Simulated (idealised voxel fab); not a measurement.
The document below concerns the process module designated voxel gate over fins.
Xsec cut, 190 nm wide, square cell size 5 nm.
Cross-section = grid of square cells, listed top down in bands; band = one or more rows. What a band's entry tells you: where the top is and where the bottom is, as heights in nm, and after that what lies inside, material by material from left to right, each with its width in nm. Empty space is written as the word "blank", and a single material marked with the word "throughout" occupies the band from edge to edge. Heads up on the height convention: 0 is the point under which the incoming wafer is all one material, and the lowest band has no bottom, it just keeps going down, like "top 0, no bottom". Note: "30..40" means the width goes from the first number (top row of the band) to the second number (bottom row) in equal steps per row of cells. No cell of the cross-section changed in a step that is given as "nothing different". For the entry "Closed void entries", the listed items are empty spaces with no open way to the top whose size is 8 cells or more; each item follows the pattern width x height at distance, where distance is from the left edge and all three are in nm. Where a step's line continues beyond its settings, the continuation is a remark by the simulator itself on that step. overlay nm: for a step with a mask, the amount by which the mask lay right of where it was planned; a negative amount means left of it.
### The planned process steps are enumerated hereunder
step 1: RECEIVE, material Si
step 2: CONFORMAL_DEP, material SiN, thk nm 10
step 3: DIRECTIONAL_DEP, material aC, thk nm 15
step 4: PATTERN, tone cover, mask id FINS, material resist, width nm 15, pitch nm 40, thk nm 30, overlay nm -15
step 5: DIRECTIONAL_ETCH, etch materials aC, depth nm 15
step 6: STRIP, etch materials resist
step 7: DIRECTIONAL_ETCH, etch materials SiN, depth nm 10
step 8: DIRECTIONAL_ETCH, etch materials Si, depth nm 30
step 9: STRIP, etch materials aC
step 10: FILL_DEP, material SiO2, thk nm 10
step 11: CMP, height nm 10
step 12: SELECTIVE_ETCH, etch materials SiO2, depth nm 25
step 13: STRIP, etch materials SiN
step 14: CONFORMAL_DEP, material HfO2, thk nm 5
step 15: CONFORMAL_DEP, material TiN, thk nm 5
step 16: CONFORMAL_DEP, material TiAl, thk nm 5
step 17: CONFORMAL_DEP, material TiN, thk nm 5
step 18: FILL_DEP, material W, thk nm 10
step 19: CMP, height nm 25
step 20: CONFORMAL_DEP, material SiCN, thk nm 5
The wafers in this document start out alike and differ in the overlay nm applied at step 4; the plan shows the value used for the first wafer.
### Here's the first of the wafers in cross-section, just as we got it, i.e. after step 1
- top 0, no bottom  Si throughout
- Closed void entries: none
### First of several wafers: cross-section at the end of the module, after step 20, its last step
- top 30, bottom 25  SiCN throughout
- top 25, bottom 20  W throughout
- top 20, bottom 15  10 W / 135 TiN / 45 W
- top 15, bottom 10  10 W / 5 TiN / 125 TiAl / 5 TiN / 45 W
- top 10, bottom 5  10 W / 5 TiN / 5 TiAl / 35 TiN / 5 TiAl / 35 TiN / 5 TiAl / 35 TiN / 5 TiAl / 5 TiN / 45 W
- top 5, bottom 0  15 TiN / 5 TiAl / 5 TiN / 25 HfO2 / 5 TiN / 5 TiAl / 5 TiN / 25 HfO2 / 5 TiN / 5 TiAl / 5 TiN / 25 HfO2 / 5 TiN / 5 TiAl / 50 TiN
- top 0, bottom -5  20 TiAl / 5 TiN / 5 HfO2 / 15 Si / 5 HfO2 / 5 TiN / 5 TiAl / 5 TiN / 5 HfO2 / 15 Si / 5 HfO2 / 5 TiN / 5 TiAl / 5 TiN / 5 HfO2 / 15 Si / 5 HfO2 / 5 TiN / 55 TiAl
- top -5, bottom -10  25 TiN / 5 HfO2 / 15 Si / 5 HfO2 / 15 TiN / 5 HfO2 / 15 Si / 5 HfO2 / 15 TiN / 5 HfO2 / 15 Si / 5 HfO2 / 60 TiN
- top -10, bottom -15  30 HfO2 / 15 Si / 25 HfO2 / 15 Si / 25 HfO2 / 15 Si / 65 HfO2
- top -15, bottom -30  30 SiO2 / 15 Si / 25 SiO2 / 15 Si / 25 SiO2 / 15 Si / 65 SiO2
- top -30, no bottom  Si throughout
- Closed void entries: none
### Sectional view of the last wafer upon completion of the module
- top 30, bottom 25  SiCN throughout
- top 25, bottom 20  W throughout
- top 20, bottom 15  40 W / 135 TiN / 15 W
- top 15, bottom 10  40 W / 5 TiN / 125 TiAl / 5 TiN / 15 W
- top 10, bottom 5  40 W / 5 TiN / 5 TiAl / 35 TiN / 5 TiAl / 35 TiN / 5 TiAl / 35 TiN / 5 TiAl / 5 TiN / 15 W
- top 5, bottom 0  45 TiN / 5 TiAl / 5 TiN / 25 HfO2 / 5 TiN / 5 TiAl / 5 TiN / 25 HfO2 / 5 TiN / 5 TiAl / 5 TiN / 25 HfO2 / 5 TiN / 5 TiAl / 20 TiN
- top 0, bottom -5  50 TiAl / 5 TiN / 5 HfO2 / 15 Si / 5 HfO2 / 5 TiN / 5 TiAl / 5 TiN / 5 HfO2 / 15 Si / 5 HfO2 / 5 TiN / 5 TiAl / 5 TiN / 5 HfO2 / 15 Si / 5 HfO2 / 5 TiN / 25 TiAl
- top -5, bottom -10  55 TiN / 5 HfO2 / 15 Si / 5 HfO2 / 15 TiN / 5 HfO2 / 15 Si / 5 HfO2 / 15 TiN / 5 HfO2 / 15 Si / 5 HfO2 / 30 TiN
- top -10, bottom -15  60 HfO2 / 15 Si / 25 HfO2 / 15 Si / 25 HfO2 / 15 Si / 35 HfO2
- top -15, bottom -30  60 SiO2 / 15 Si / 25 SiO2 / 15 Si / 25 SiO2 / 15 Si / 35 SiO2
- top -30, no bottom  Si throughout
- Closed void entries: none
### For your reference, the table is organized with a row per wafer; each row reflects the wafer at the end of the module, indicating for each material the cells gained (+) or lost (-) since receipt, and thereafter its closed voids
overlay nm -15; +56 HfO2; -174 Si; +38 SiCN; +87 SiO2; +50 TiAl; +100 TiN; +71 W; Closed void entries: none
overlay nm -10; +56 HfO2; -174 Si; +38 SiCN; +87 SiO2; +50 TiAl; +100 TiN; +71 W; Closed void entries: none
overlay nm -5; +56 HfO2; -174 Si; +38 SiCN; +87 SiO2; +50 TiAl; +100 TiN; +71 W; Closed void entries: none
overlay nm 0; +56 HfO2; -174 Si; +38 SiCN; +87 SiO2; +50 TiAl; +100 TiN; +71 W; Closed void entries: none
overlay nm 5; +56 HfO2; -174 Si; +38 SiCN; +87 SiO2; +50 TiAl; +100 TiN; +71 W; Closed void entries: none
overlay nm 10; +56 HfO2; -174 Si; +38 SiCN; +87 SiO2; +50 TiAl; +100 TiN; +71 W; Closed void entries: none
overlay nm 15; +56 HfO2; -174 Si; +38 SiCN; +87 SiO2; +50 TiAl; +100 TiN; +71 W; Closed void entries: none
